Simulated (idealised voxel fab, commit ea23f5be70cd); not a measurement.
Presented below is a process module, voxel wiring stack.
The cross-section shown here is cut; it is 170 nm wide and divided into square cells measuring 5 nm on a side.
Reading order for cross-sections: top band down to bottom band. Underlying form: a grid of square cells. Band size: one or more rows of cells.
Band: top height; bottom height; in nm. Then, left to right: material with width in nm, for each material. "throughout": a single material spanning edge to edge. "air": empty space.
Basically, 0 is our baseline, since under it the wafer straight out of the box is all one material. The bottom band has no lower end and keeps on going down, so it looks like "from 0 down".
A width such as "30->40" changes by the same amount from each row of cells to the next, from the band's top row to its bottom row.
Key: "no change" - step with no changed cell in the cross-section.
"Closed void catalog" contains a list of empty spaces, each no smaller than 8 cells and without an open way to the top, written in the form width x height at distance with the distance from the left edge and all three in nm.
Note: text after step settings on the step line = simulator remark on that step.
A step's line can hold "overlay nm"; with a mask on that step, the setting says how far right of the planned place the mask lay, while a negative setting says it lay to the left.
Process steps foreseen in the plan
- 1: RECEIVE,material Si
- 2: CONFORMAL_DEP,material SiO2,thk nm 15
- 3: DIRECTIONAL_DEP,material TiN,thk nm 5
- 4: DIRECTIONAL_DEP,material W,thk nm 25
- 5: MASKED_ETCH,tone cover,mask id METAL_1,width nm 30,pitch nm 45,etch materials W,depth nm 25,overlay nm 0
- 6: MASKED_ETCH,tone cover,mask id METAL_1,width nm 30,pitch nm 45,etch materials TiN,depth nm 5,overlay nm 0
- 7: CONFORMAL_DEP,material SiCN,thk nm 5
- 8: FILL_DEP,material SiO2,thk nm 5
- 9: CMP,height nm 35
- 10: CONFORMAL_DEP,material SiCN,thk nm 5
- 11: DIRECTIONAL_DEP,material SiO2,thk nm 30
- 12: DIRECTIONAL_DEP,material aC,thk nm 15
- 13: PATTERN,tone open,mask id METAL_2_HOLES,material resist,width nm 15,pitch nm 90,thk nm 35,overlay nm 0
- 14: DIRECTIONAL_ETCH,etch materials aC,depth nm 15
- 15: STRIP,etch materials resist
- 16: DIRECTIONAL_ETCH,etch materials SiO2,depth nm 30
- 17: STRIP,etch materials aC
- 18: PATTERN,tone open,mask id METAL_2,material resist,width nm 30,pitch nm 45,thk nm 15,overlay nm 0
- 19: DIRECTIONAL_ETCH,etch materials SiO2,depth nm 15
- 20: DIRECTIONAL_ETCH,etch materials SiCN,depth nm 5
- 21: STRIP,etch materials resist
- 22: CONFORMAL_DEP,material TiN,thk nm 5
- 23: FILL_DEP,material Ru,thk nm 10
- 24: CMP,height nm 80
- 25: CONFORMAL_DEP,material SiCN,thk nm 5
Be aware that, although all wafers share a common starting state, the height nm at step 9 differs among them, and the plan displays the first wafer's value.
The first of several wafers in cross-section, exactly as it reached us after step 1
> from 0 down | Si throughout
> Closed void catalog: none
Cross-sectional representation of the first of several wafers at the end of the module, i.e. after its terminal step, step 25
> from 85 to 80 | SiCN throughout
> from 80 to 75 | Ru throughout
> from 75 to 70 | TiN (30), then Ru (20), then TiN (25), then Ru (20), then TiN (25), then Ru (20), then TiN (30)
> from 70 to 60 | SiO2 (25), then TiN (5), then Ru (20), then TiN (5), then SiO2 (15), then TiN (5), then Ru (20), then TiN (5), then SiO2 (15), then TiN (5), then Ru (20), then TiN (5), then SiO2 (25)
> from 60 to 55 | SiO2 (25), then TiN (5), then Ru (5), then TiN (20), then SiO2 (15), then TiN (30), then SiO2 (15), then TiN (5), then Ru (5), then TiN (20), then SiO2 (25)
> from 55 to 40 | SiO2 (25), then TiN (5), then Ru (5), then TiN (5), then SiO2 (75), then TiN (5), then Ru (5), then TiN (5), then SiO2 (40)
> from 40 to 35 | SiCN (25), then TiN (15), then SiCN (75), then TiN (15), then SiCN (40)
> from 35 to 20 | SiO2 (20), then SiCN (5), then W (30), then SiCN (5), then SiO2 (5), then SiCN (5), then W (30), then SiCN (5), then SiO2 (5), then SiCN (5), then W (30), then SiCN (5), then SiO2 (20)
> from 20 to 15 | SiCN (25), then TiN (30), then SiCN (15), then TiN (30), then SiCN (15), then TiN (30), then SiCN (25)
> from 15 to 0 | SiO2 throughout
> from 0 down | Si throughout
> Closed void catalog: none
Cross-sectional depiction of the last of several wafers upon completion of the module
> from 85 to 80 | SiCN throughout
> from 80 to 75 | SiO2 (25), then TiN (5), then Ru (5), then TiN (20), then SiO2 (15), then TiN (30), then SiO2 (15), then TiN (5), then Ru (5), then TiN (20), then SiO2 (25)
> from 75 to 60 | SiO2 (25), then TiN (5), then Ru (5), then TiN (5), then SiO2 (75), then TiN (5), then Ru (5), then TiN (5), then SiO2 (40)
> from 60 to 55 | SiCN (25), then TiN (15), then SiCN (75), then TiN (15), then SiCN (40)
> from 55 to 50 | SiO2 throughout
> from 50 to 45 | SiO2 (20), then SiCN (40), then SiO2 (5), then SiCN (40), then SiO2 (5), then SiCN (40), then SiO2 (20)
> from 45 to 20 | SiO2 (20), then SiCN (5), then W (30), then SiCN (5), then SiO2 (5), then SiCN (5), then W (30), then SiCN (5), then SiO2 (5), then SiCN (5), then W (30), then SiCN (5), then SiO2 (20)
> from 20 to 15 | SiCN (25), then TiN (30), then SiCN (15), then TiN (30), then SiCN (15), then TiN (30), then SiCN (25)
> from 15 to 0 | SiO2 throughout
> from 0 down | Si throughout
> Closed void catalog: none
Every row in this table is a wafer at the end of the module, and it gives, for each of the materials, the cells that wafer has gained (+) or lost (-) since it was received, then its closed voids
height nm 35 | +78 Ru | +96 SiCN | +264 SiO2 | +86 TiN | +54 W | Closed void catalog: none
height nm 40 | +44 Ru | +102 SiCN | +274 SiO2 | +86 TiN | +72 W | Closed void catalog: none
height nm 45 | +32 Ru | +108 SiCN | +284 SiO2 | +64 TiN | +90 W | Closed void catalog: none
height nm 50 | +20 Ru | +132 SiCN | +278 SiO2 | +58 TiN | +90 W | Closed void catalog: none
height nm 55 | +8 Ru | +132 SiCN | +296 SiO2 | +52 TiN | +90 W | Closed void catalog: none
